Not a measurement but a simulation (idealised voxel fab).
Proc. module: voxel double patterning
Shown is cross-section cut, with a width of 210 nm and square cells of size 5 nm.
When this document writes out a cross-section, it uses a grid of square cells and lists it as bands, beginning at the top and moving down, with a band standing for one or more rows of cells. Look at the band entry: it leads with the top's height and the bottom's height in nm. Then it lists the materials left to right, with a width in nm for each. The word "throughout" on a single material says that material fills the band edge to edge. The word "blank" is empty space. Height datum 0, below which the as-received substrate wafer is one material. Lowest band open at the bottom, running downward: "0 -> down". When a width is written as two numbers, as in "30->40", the first number is the width in the top row of cells of the band and the second is the width in its bottom row, and the width changes by the same amount from each row to the next. Reading "remained unchanged" for a step: not a cell of the cross-section changed in it. The list in "Voids, enclosed" covers empty spaces of 8 cells or more that cannot reach the top through any open way, and it gives each as width x height at distance; the distance is from the left edge, and width, height and distance are in nm. Anything after a step's settings on that line? It's the simulator's own note about the step. overlay nm: step with mask; distance mask lay right of planned place; negative value = left of planned place.

Process steps foreseen in the plan:
1) RECEIVE | material Si
2) CONFORMAL_DEP | material SiO2 | thk nm 10
3) DIRECTIONAL_DEP | material polySi | thk nm 10
4) DIRECTIONAL_DEP | material SiCN | thk nm 5
5) DIRECTIONAL_DEP | material aC | thk nm 10
6) PATTERN | tone open | mask id FIRST | material resist | width nm 15 | pitch nm 50 | thk nm 30 | overlay nm 0
7) DIRECTIONAL_ETCH | etch materials aC | depth nm 10
8) STRIP | etch materials resist
9) DIRECTIONAL_ETCH | etch materials SiCN | depth nm 5
10) STRIP | etch materials aC
11) MASKED_ETCH | tone open | mask id SECOND | width nm 15 | pitch nm 50 | etch materials SiCN | depth nm 5 | overlay nm 0
12) DIRECTIONAL_ETCH | etch materials polySi | depth nm 10
13) STRIP | etch materials SiCN

Cross-section of the wafer upon arrival, representing the state reached after step 1:
> 0 -> down | Si throughout
> Voids, enclosed: none

The following cross-section depicts the wafer upon conclusion of the module. Processing commenced from the starting condition illustrated above and adhered to the plan illustrated above, save for one mistake in execution:
> 20 -> 10 | 50 polySi; 15 blank; 5 polySi; 15 blank; 15 polySi; 15 blank; 5 polySi; 15 blank; 15 polySi; 15 blank; 45 polySi
> 10 -> 0 | SiO2 throughout
> 0 -> down | Si throughout
> Voids, enclosed: none
Misprocessing identified: step 6 was run on a setting that differed from the plan, and what really ran there is PATTERN | tone open | mask id FIRST | material resist | width nm 15 | pitch nm 50 | thk nm 30 | overlay nm 5
